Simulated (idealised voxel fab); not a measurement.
process module | voxel wiring stack
cross-section cut | 195 nm wide | cells 5 nm
A cross-section is a grid of square cells, given in bands from the top down. A band is one or more rows of cells.
Each band's line starts with the height of the band's top and of its bottom, in nm. Then come its materials from left to right, each with its width in nm. One material with "throughout" fills the band from edge to edge. "air" is empty space.
Height 0 is the level under which the wafer as received is all one material. The lowest band goes on downwards, as in "0 down".
A width such as "30 to 40" changes by the same amount from each row of cells to the next, from the band's top row to its bottom row.
"no change" after a step means that no cell of the cross-section changed.
closed voids: empty space of 8 cells or more with no open way to the top, each as width x height at its distance from the left edge, in nm
after a step's settings: what the simulator itself notes on the step
overlay nm, on a step with a mask: how far to the right of its planned place the mask lay; to the left if negative
plan
1 op RECEIVE | material Si
2 op CONFORMAL_DEP | material SiO2 | thk nm 15
3 op CONFORMAL_DEP | material SiN | thk nm 5
4 op DIRECTIONAL_DEP | material lowk | thk nm 25
5 op PATTERN | tone open | mask id METAL_1 | material resist | width nm 25 | pitch nm 45 | thk nm 20 | overlay nm 0
6 op DIRECTIONAL_ETCH | etch materials lowk | depth nm 25
7 op DIRECTIONAL_ETCH | etch materials SiN | depth nm 5
8 op STRIP | etch materials resist
9 op CONFORMAL_DEP | material TiN | thk nm 5
10 op FILL_DEP | material Cu | thk nm 5
11 op CMP | height nm 45
12 op CONFORMAL_DEP | material SiCN | thk nm 5
13 op DIRECTIONAL_DEP | material SiO2 | thk nm 10
14 op MASKED_ETCH | tone open | mask id PLUG_1 | width nm 15 | pitch nm 90 | etch materials SiO2 | depth nm 10 | overlay nm 0
15 op MASKED_ETCH | tone open | mask id PLUG_1 | width nm 15 | pitch nm 90 | etch materials SiCN | depth nm 5 | overlay nm 0
16 op EPI | material Ru | thk nm 10
17 op EPI | material Ru | thk nm 5
18 op CONFORMAL_DEP | material SiN | thk nm 5
19 op DIRECTIONAL_DEP | material lowk | thk nm 15
20 op PATTERN | tone open | mask id METAL_2 | material resist | width nm 25 | pitch nm 45 | thk nm 15 | overlay nm 0
21 op DIRECTIONAL_ETCH | etch materials lowk | depth nm 15
22 op DIRECTIONAL_ETCH | etch materials SiN | depth nm 5
23 op STRIP | etch materials resist
24 op CONFORMAL_DEP | material TiN | thk nm 5
25 op FILL_DEP | material Cu | thk nm 5
26 op CMP | height nm 80
27 op CONFORMAL_DEP | material SiCN | thk nm 5
first wafer, as planned
as received, after step 1
  0 down: Si throughout
  closed voids: none
after step 2
  15 to 0: SiO2 throughout
  below 0: unchanged
after step 3
  20 to 15: SiN throughout
  below 15: unchanged
after step 4
  45 to 20: lowk throughout
  below 20: unchanged
after step 5
  65 to 45: resist 15 | air 25 | resist 20 | air 25 | resist 20 | air 25 | resist 20 | air 25 | resist 20
  below 45: unchanged
after step 6
  65 to 45: resist 15 | air 25 | resist 20 | air 25 | resist 20 | air 25 | resist 20 | air 25 | resist 20
  45 to 20: lowk 15 | air 25 | lowk 20 | air 25 | lowk 20 | air 25 | lowk 20 | air 25 | lowk 20
  below 20: unchanged
after step 7
  65 to 45: resist 15 | air 25 | resist 20 | air 25 | resist 20 | air 25 | resist 20 | air 25 | resist 20
  45 to 20: lowk 15 | air 25 | lowk 20 | air 25 | lowk 20 | air 25 | lowk 20 | air 25 | lowk 20
  20 to 15: SiN 15 | air 25 | SiN 20 | air 25 | SiN 20 | air 25 | SiN 20 | air 25 | SiN 20
  below 15: unchanged
after step 8
  45 to 20: lowk 15 | air 25 | lowk 20 | air 25 | lowk 20 | air 25 | lowk 20 | air 25 | lowk 20
  below 20: unchanged
after step 9
  50 to 45: TiN 20 | air 15 | TiN 30 | air 15 | TiN 30 | air 15 | TiN 30 | air 15 | TiN 25
  45 to 20: lowk 15 | TiN 5 | air 15 | TiN 5 | lowk 20 | TiN 5 | air 15 | TiN 5 | lowk 20 | TiN 5 | air 15 | TiN 5 | lowk 20 | TiN 5 | air 15 | TiN 5 | lowk 20
  20 to 15: SiN 15 | TiN 25 | SiN 20 | TiN 25 | SiN 20 | TiN 25 | SiN 20 | TiN 25 | SiN 20
  below 15: unchanged
after step 10
  55 to 50: Cu throughout
  50 to 45: TiN 20 | Cu 15 | TiN 30 | Cu 15 | TiN 30 | Cu 15 | TiN 30 | Cu 15 | TiN 25
  45 to 20: lowk 15 | TiN 5 | Cu 15 | TiN 5 | lowk 20 | TiN 5 | Cu 15 | TiN 5 | lowk 20 | TiN 5 | Cu 15 | TiN 5 | lowk 20 | TiN 5 | Cu 15 | TiN 5 | lowk 20
  below 20: unchanged
after step 11
  45 to 20: lowk 15 | TiN 5 | Cu 15 | TiN 5 | lowk 20 | TiN 5 | Cu 15 | TiN 5 | lowk 20 | TiN 5 | Cu 15 | TiN 5 | lowk 20 | TiN 5 | Cu 15 | TiN 5 | lowk 20
  below 20: unchanged
after step 12
  50 to 45: SiCN throughout
  below 45: unchanged
after step 13
  60 to 50: SiO2 throughout
  below 50: unchanged
after step 14
  60 to 50: SiO2 15 | air 15 | SiO2 75 | air 15 | SiO2 75
  below 50: unchanged
after step 15
  60 to 50: SiO2 15 | air 15 | SiO2 75 | air 15 | SiO2 75
  50 to 45: SiCN 15 | air 15 | SiCN 75 | air 15 | SiCN 75
  below 45: unchanged
after step 16
  60 to 55: SiO2 15 | air 15 | SiO2 75 | air 15 | SiO2 75
  55 to 50: SiO2 15 | Ru 15 | SiO2 75 | Ru 15 | SiO2 75
  50 to 45: SiCN 15 | Ru 15 | SiCN 75 | Ru 15 | SiCN 75
  below 45: unchanged
after step 17
  60 to 50: SiO2 15 | Ru 15 | SiO2 75 | Ru 15 | SiO2 75
  below 50: unchanged
after step 18
  65 to 60: SiN throughout
  below 60: unchanged
after step 19
  80 to 65: lowk throughout
  below 65: unchanged
after step 20
  95 to 80: resist 15 | air 25 | resist 20 | air 25 | resist 20 | air 25 | resist 20 | air 25 | resist 20
  below 80: unchanged
after step 21
  95 to 80: resist 15 | air 25 | resist 20 | air 25 | resist 20 | air 25 | resist 20 | air 25 | resist 20
  80 to 65: lowk 15 | air 25 | lowk 20 | air 25 | lowk 20 | air 25 | lowk 20 | air 25 | lowk 20
  below 65: unchanged
after step 22
  95 to 80: resist 15 | air 25 | resist 20 | air 25 | resist 20 | air 25 | resist 20 | air 25 | resist 20
  80 to 65: lowk 15 | air 25 | lowk 20 | air 25 | lowk 20 | air 25 | lowk 20 | air 25 | lowk 20
  65 to 60: SiN 15 | air 25 | SiN 20 | air 25 | SiN 20 | air 25 | SiN 20 | air 25 | SiN 20
  below 60: unchanged
after step 23
  80 to 65: lowk 15 | air 25 | lowk 20 | air 25 | lowk 20 | air 25 | lowk 20 | air 25 | lowk 20
  below 65: unchanged
after step 24
  85 to 80: TiN 20 | air 15 | TiN 30 | air 15 | TiN 30 | air 15 | TiN 30 | air 15 | TiN 25
  80 to 65: lowk 15 | TiN 5 | air 15 | TiN 5 | lowk 20 | TiN 5 | air 15 | TiN 5 | lowk 20 | TiN 5 | air 15 | TiN 5 | lowk 20 | TiN 5 | air 15 | TiN 5 | lowk 20
  65 to 60: SiN 15 | TiN 25 | SiN 20 | TiN 25 | SiN 20 | TiN 25 | SiN 20 | TiN 25 | SiN 20
  below 60: unchanged
after step 25
  90 to 85: Cu throughout
  85 to 80: TiN 20 | Cu 15 | TiN 30 | Cu 15 | TiN 30 | Cu 15 | TiN 30 | Cu 15 | TiN 25
  80 to 65: lowk 15 | TiN 5 | Cu 15 | TiN 5 | lowk 20 | TiN 5 | Cu 15 | TiN 5 | lowk 20 | TiN 5 | Cu 15 | TiN 5 | lowk 20 | TiN 5 | Cu 15 | TiN 5 | lowk 20
  below 65: unchanged
after step 26
  80 to 65: lowk 15 | TiN 5 | Cu 15 | TiN 5 | lowk 20 | TiN 5 | Cu 15 | TiN 5 | lowk 20 | TiN 5 | Cu 15 | TiN 5 | lowk 20 | TiN 5 | Cu 15 | TiN 5 | lowk 20
  below 65: unchanged
after step 27
  85 to 80: SiCN throughout
  below 80: unchanged
second wafer: like start, like plan, one mistake. Through step 14 it matches the first wafer
when step 15 should have ended
  60 to 50: SiO2 15 | air 15 | SiO2 75 | air 15 | SiO2 75
  50 to 45: SiCN 20 | air 10 | SiCN 80 | air 10 | SiCN 75
  below 45: unchanged
when step 16 should have ended
  60 to 55: SiO2 15 | air 15 | SiO2 75 | air 15 | SiO2 75
  55 to 50: SiO2 15 | Ru 15 | SiO2 75 | Ru 15 | SiO2 75
  50 to 45: SiCN 20 | Ru 10 | SiCN 80 | Ru 10 | SiCN 75
  below 45: unchanged
when step 17 should have ended
  60 to 50: SiO2 15 | Ru 15 | SiO2 75 | Ru 15 | SiO2 75
  below 50: unchanged
when step 18 should have ended
  65 to 60: SiN throughout
  below 60: unchanged
when step 19 should have ended
  80 to 65: lowk throughout
  below 65: unchanged
when step 20 should have ended
  95 to 80: resist 15 | air 25 | resist 20 | air 25 | resist 20 | air 25 | resist 20 | air 25 | resist 20
  below 80: unchanged
when step 21 should have ended
  95 to 80: resist 15 | air 25 | resist 20 | air 25 | resist 20 | air 25 | resist 20 | air 25 | resist 20
  80 to 65: lowk 15 | air 25 | lowk 20 | air 25 | lowk 20 | air 25 | lowk 20 | air 25 | lowk 20
  below 65: unchanged
when step 22 should have ended
  95 to 80: resist 15 | air 25 | resist 20 | air 25 | resist 20 | air 25 | resist 20 | air 25 | resist 20
  80 to 65: lowk 15 | air 25 | lowk 20 | air 25 | lowk 20 | air 25 | lowk 20 | air 25 | lowk 20
  65 to 60: SiN 15 | air 25 | SiN 20 | air 25 | SiN 20 | air 25 | SiN 20 | air 25 | SiN 20
  below 60: unchanged
when step 23 should have ended
  80 to 65: lowk 15 | air 25 | lowk 20 | air 25 | lowk 20 | air 25 | lowk 20 | air 25 | lowk 20
  below 65: unchanged
when step 24 should have ended
  85 to 80: TiN 20 | air 15 | TiN 30 | air 15 | TiN 30 | air 15 | TiN 30 | air 15 | TiN 25
  80 to 65: lowk 15 | TiN 5 | air 15 | TiN 5 | lowk 20 | TiN 5 | air 15 | TiN 5 | lowk 20 | TiN 5 | air 15 | TiN 5 | lowk 20 | TiN 5 | air 15 | TiN 5 | lowk 20
  65 to 60: SiN 15 | TiN 25 | SiN 20 | TiN 25 | SiN 20 | TiN 25 | SiN 20 | TiN 25 | SiN 20
  below 60: unchanged
when step 25 should have ended
  90 to 85: Cu throughout
  85 to 80: TiN 20 | Cu 15 | TiN 30 | Cu 15 | TiN 30 | Cu 15 | TiN 30 | Cu 15 | TiN 25
  80 to 65: lowk 15 | TiN 5 | Cu 15 | TiN 5 | lowk 20 | TiN 5 | Cu 15 | TiN 5 | lowk 20 | TiN 5 | Cu 15 | TiN 5 | lowk 20 | TiN 5 | Cu 15 | TiN 5 | lowk 20
  below 65: unchanged
when step 26 should have ended
  80 to 65: lowk 15 | TiN 5 | Cu 15 | TiN 5 | lowk 20 | TiN 5 | Cu 15 | TiN 5 | lowk 20 | TiN 5 | Cu 15 | TiN 5 | lowk 20 | TiN 5 | Cu 15 | TiN 5 | lowk 20
  below 65: unchanged
when step 27 should have ended
  85 to 80: SiCN throughout
  below 80: unchanged
what went wrong: step 15 ran as: op MASKED_ETCH | tone open | mask id PLUG_1 | width nm 15 | pitch nm 90 | etch materials SiCN | depth nm 5 | overlay nm 5
at the end the second wafer has, in cells: 2 fewer of Ru | 2 more of SiCN
